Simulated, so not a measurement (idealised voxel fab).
Presented below is a process module, voxel transistor to metal.
We display cut, a cross-section 195 nm in width whose square cells are each 5 nm.
Notation: cross-section as square-cell grid; stated in bands, top first, going down; one or more cell rows per band. Band: top and bottom heights (nm) first, top before bottom; then materials from left to right, widths in nm. "edge to edge" marks a sole material filling the band edge to edge. "air" denotes empty space. It should be noted that heights are counted from 0, beneath which the wafer as supplied is of one material throughout, and that the lowest band possesses no lower boundary but continues downward, as written in "0..down". The width entry "30..40" should be interpreted row by row: the top row of cells in the band takes the first number, the bottom row takes the second number, and the change between adjacent rows is uniform throughout. A step reported as "everything unchanged" is a step in which no cell of the cross-section changed. If an empty space has no open way to the top and is at least 8 cells in size, "Closed-off voids" lists it, written width x height at distance, where distance is measured from the left edge and every value is in nm. Note: text after step settings on the step line = simulator remark on that step. The "overlay nm" setting may appear on a step's line; for a step that uses a mask, it gives how far to the right of its planned position the mask lay, and a negative value indicates the left.
Planned process steps:
1,RECEIVE: material Si
2,CONFORMAL_DEP: material SiO2, thk nm 5
3,CONFORMAL_DEP: material SiN, thk nm 10
4,MASKED_ETCH: tone cover, mask id ACTIVE, width nm 115, etch materials SiN, depth nm 10, overlay nm 0
5,MASKED_ETCH: tone cover, mask id ACTIVE, width nm 115, etch materials SiO2, depth nm 5, overlay nm 0
6,MASKED_ETCH: tone cover, mask id ACTIVE, width nm 115, etch materials Si, depth nm 30, overlay nm 0
7,FILL_DEP: material SiO2, thk nm 5
8,CMP: height nm 15
9,SELECTIVE_ETCH: etch materials SiO2, depth nm 5
10,STRIP: etch materials SiN
11,SELECTIVE_ETCH: etch materials SiO2, depth nm 5
12,OXIDIZE: depth nm 5
13,DIRECTIONAL_DEP: material polySi, thk nm 20
14,DIRECTIONAL_DEP: material SiCN, thk nm 10
15,PATTERN: tone cover, mask id GATE, material resist, width nm 25, thk nm 15, overlay nm 0
16,DIRECTIONAL_ETCH: etch materials SiCN, depth nm 20
17,DIRECTIONAL_ETCH: etch materials polySi, depth nm 30
18,STRIP: etch materials resist
19,CONFORMAL_DEP: material SiO2, thk nm 5
20,DIRECTIONAL_ETCH: etch materials SiO2, depth nm 5
21,CONFORMAL_DEP: material SiN, thk nm 10
22,DIRECTIONAL_ETCH: etch materials SiN, depth nm 10
23,DIRECTIONAL_ETCH: etch materials SiO2, depth nm 5
24,DIRECTIONAL_ETCH: etch materials Si, depth nm 15
25,EPI: material SiGe, thk nm 15
26,FILL_DEP: material SiO2, thk nm 5
27,CMP: height nm 20
28,STRIP: etch materials polySi
29,SELECTIVE_ETCH: etch materials SiO2, depth nm 5
30,CONFORMAL_DEP: material HfO2, thk nm 5
31,CONFORMAL_DEP: material TiN, thk nm 5
32,FILL_DEP: material W, thk nm 10
33,CMP: height nm 15
34,DIRECTIONAL_DEP: material SiO2, thk nm 15
35,MASKED_ETCH: tone open, mask id CONTACT, width nm 15, pitch nm 80, etch materials SiO2, depth nm 20, overlay nm 0
36,CONFORMAL_DEP: material TiN, thk nm 5
37,FILL_DEP: material W, thk nm 10
38,CMP: height nm 30
39,CONFORMAL_DEP: material SiCN, thk nm 5
40,DIRECTIONAL_DEP: material SiO2, thk nm 25
41,MASKED_ETCH: tone open, mask id METAL_1, width nm 15, pitch nm 80, etch materials SiO2, depth nm 25, overlay nm 0
42,MASKED_ETCH: tone open, mask id METAL_1, width nm 15, pitch nm 80, etch materials SiCN, depth nm 5, overlay nm 0
43,CONFORMAL_DEP: material TiN, thk nm 5
44,FILL_DEP: material Cu, thk nm 5
45,CMP: height nm 60
46,CONFORMAL_DEP: material SiCN, thk nm 5
47,DIRECTIONAL_DEP: material lowk, thk nm 25
48,MASKED_ETCH: tone open, mask id METAL_2, width nm 15, pitch nm 80, etch materials lowk, depth nm 15, overlay nm 0
49,DIRECTIONAL_DEP: material aC, thk nm 10
50,PATTERN: tone open, mask id METAL_2_HOLES, material resist, width nm 15, pitch nm 80, thk nm 30, overlay nm 0
51,DIRECTIONAL_ETCH: etch materials aC, depth nm 10
52,STRIP: etch materials resist
53,DIRECTIONAL_ETCH: etch materials lowk, depth nm 10
54,DIRECTIONAL_ETCH: etch materials SiCN, depth nm 5
55,STRIP: etch materials aC
56,CONFORMAL_DEP: material TiN, thk nm 5
57,FILL_DEP: material Cu, thk nm 10
58,CMP: height nm 90
59,CONFORMAL_DEP: material SiN, thk nm 5
Shown in cross-section is the wafer as received, that is, as it stands after step 1:
    0..down = Si edge to edge
    Closed-off voids: none
The first of two wafers, cross-sectioned at the end of the module, with the run proceeding as planned:
    95..90 = SiN edge to edge
    90..65 = lowk (50), then TiN (5), then Cu (5), then TiN (5), then lowk (65), then TiN (5), then Cu (5), then TiN (5), then lowk (50)
    65..60 = SiCN (50), then TiN (15), then SiCN (65), then TiN (15), then SiCN (50)
    60..35 = SiO2 (50), then TiN (5), then Cu (5), then TiN (5), then SiO2 (65), then TiN (5), then Cu (5), then TiN (5), then SiO2 (50)
    35..30 = SiCN (50), then TiN (15), then SiCN (65), then TiN (15), then SiCN (50)
    30..15 = SiO2 (50), then TiN (5), then W (5), then TiN (5), then SiO2 (65), then TiN (5), then W (5), then TiN (5), then SiO2 (50)
    15..10 = SiO2 (50), then TiN (15), then SiO2 (5), then SiN (10), then HfO2 (5), then TiN (5), then W (15), then TiN (5), then HfO2 (5), then SiN (10), then SiO2 (5), then TiN (15), then SiO2 (50)
    10..5 = SiO2 (45), then SiGe (25), then SiN (10), then HfO2 (5), then TiN (5), then W (15), then TiN (5), then HfO2 (5), then SiN (10), then SiGe (25), then SiO2 (45)
    5..0 = SiO2 (40), then SiN (10), then SiGe (20), then SiN (10), then HfO2 (5), then TiN (25), then HfO2 (5), then SiN (10), then SiGe (20), then SiN (10), then SiO2 (40)
    0..-5 = SiO2 (50), then SiGe (20), then SiO2 (10), then HfO2 (35), then SiO2 (10), then SiGe (20), then SiO2 (50)
    -5..-20 = SiO2 (40), then Si (10), then SiGe (20), then Si (55), then SiGe (20), then Si (10), then SiO2 (40)
    -20..-30 = SiO2 (40), then Si (115), then SiO2 (40)
    -30..down = Si edge to edge
    Closed-off voids: none
Wafer two, end of module, cross-section. Same start, same plan as wafer one. One mistake in the run:
    95..90 = SiN edge to edge
    90..65 = lowk (50), then TiN (5), then Cu (5), then TiN (5), then lowk (65), then TiN (5), then Cu (5), then TiN (5), then lowk (50)
    65..60 = SiCN (50), then TiN (15), then SiCN (65), then TiN (15), then SiCN (50)
    60..35 = SiO2 (50), then TiN (5), then Cu (5), then TiN (5), then SiO2 (65), then TiN (5), then Cu (5), then TiN (5), then SiO2 (50)
    35..30 = SiCN (50), then TiN (15), then SiCN (65), then TiN (15), then SiCN (50)
    30..15 = SiO2 (50), then TiN (5), then W (5), then TiN (5), then SiO2 (65), then TiN (5), then W (5), then TiN (5), then SiO2 (50)
    15..10 = SiO2 (50), then TiN (15), then SiO2 (5), then SiN (10), then TiN (5), then HfO2 (5), then W (15), then HfO2 (5), then TiN (5), then SiN (10), then SiO2 (5), then TiN (15), then SiO2 (50)
    10..5 = SiO2 (45), then SiGe (25), then SiN (10), then TiN (5), then HfO2 (5), then W (15), then HfO2 (5), then TiN (5), then SiN (10), then SiGe (25), then SiO2 (45)
    5..0 = SiO2 (40), then SiN (10), then SiGe (20), then SiN (10), then TiN (5), then HfO2 (25), then TiN (5), then SiN (10), then SiGe (20), then SiN (10), then SiO2 (40)
    0..-5 = SiO2 (50), then SiGe (20), then SiO2 (10), then TiN (35), then SiO2 (10), then SiGe (20), then SiO2 (50)
    -5..-20 = SiO2 (40), then Si (10), then SiGe (20), then Si (55), then SiGe (20), then Si (10), then SiO2 (40)
    -20..-30 = SiO2 (40), then Si (115), then SiO2 (40)
    -30..down = Si edge to edge
    Closed-off voids: none
What broke from the plan during processing? steps 30 and 31 run out of order (swapped)
The final cell counts differ between the wafers, with the second having more or fewer of some materials than the first: HfO2: 4 fewer, TiN: 4 more
